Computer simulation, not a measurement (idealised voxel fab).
process module | voxel released beams
cross-section cut | 190 nm wide | cells 5 nm
A cross-section is a grid of square cells, given in bands from the top down. A band is one or more rows of cells.
Each band's line starts with the height of the band's top and of its bottom, in nm. Then come its materials from left to right, each with its width in nm. One material with "throughout" fills the band from edge to edge. "air" is empty space.
Height 0 is the level under which the wafer as received is all one material. The lowest band goes on downwards, as in "0 down".
A width such as "30 to 40" changes by the same amount from each row of cells to the next, from the band's top row to its bottom row.
"no change" after a step means that no cell of the cross-section changed.
closed voids: empty space of 8 cells or more with no open way to the top, each as width x height at its distance from the left edge, in nm
after a step's settings: what the simulator itself notes on the step
overlay nm, on a step with a mask: how far to the right of its planned place the mask lay; to the left if negative
plan
1 op RECEIVE | material Si
2 op CONFORMAL_DEP | material Al2O3 | thk nm 5
3 op DIRECTIONAL_DEP | material SiO2 | thk nm 20
4 op MASKED_ETCH | tone open | mask id ANCHOR | width nm 35 | etch materials SiO2 | depth nm 20 | overlay nm 0
5 op CONFORMAL_DEP | material W | thk nm 15
6 op MASKED_ETCH | tone cover | mask id BEAM | width nm 90 | etch materials W | depth nm 15 | overlay nm 0
7 op STRIP | etch materials SiO2
first wafer, as planned
as received, after step 1
  0 down: Si throughout
  closed voids: none
after step 2
  5 to 0: Al2O3 throughout
  below 0: unchanged
after step 3
  25 to 5: SiO2 throughout
  below 5: unchanged
after step 4
  25 to 5: SiO2 50 | air 35 | SiO2 105
  below 5: unchanged
after step 5
  40 to 25: W 65 | air 5 | W 120
  25 to 20: SiO2 50 | W 15 | air 5 | W 15 | SiO2 105
  20 to 5: SiO2 50 | W 35 | SiO2 105
  below 5: unchanged
after step 6
  40 to 25: air 45 | W 20 | air 5 | W 65 | air 55
  below 25: unchanged
after step 7
  40 to 25: air 45 | W 20 | air 5 | W 65 | air 55
  25 to 20: air 50 | W 15 | air 5 | W 15 | air 105
  20 to 5: air 50 | W 35 | air 105
  below 5: unchanged
second wafer: like start, like plan, one mistake. Through step 1 it matches the first wafer
when step 2 should have ended
  20 to 0: SiO2 throughout
  below 0: unchanged
when step 3 should have ended
  25 to 20: Al2O3 throughout
  below 20: unchanged
when step 4 should have ended: no change
when step 5 should have ended
  40 to 25: W throughout
  below 25: unchanged
when step 6 should have ended
  40 to 25: air 45 | W 90 | air 55
  below 25: unchanged
when step 7 should have ended: no change
what went wrong: steps 2 and 3 were swapped
at the end the second wafer has, in cells: 152 more of SiO2 | 24 fewer of W
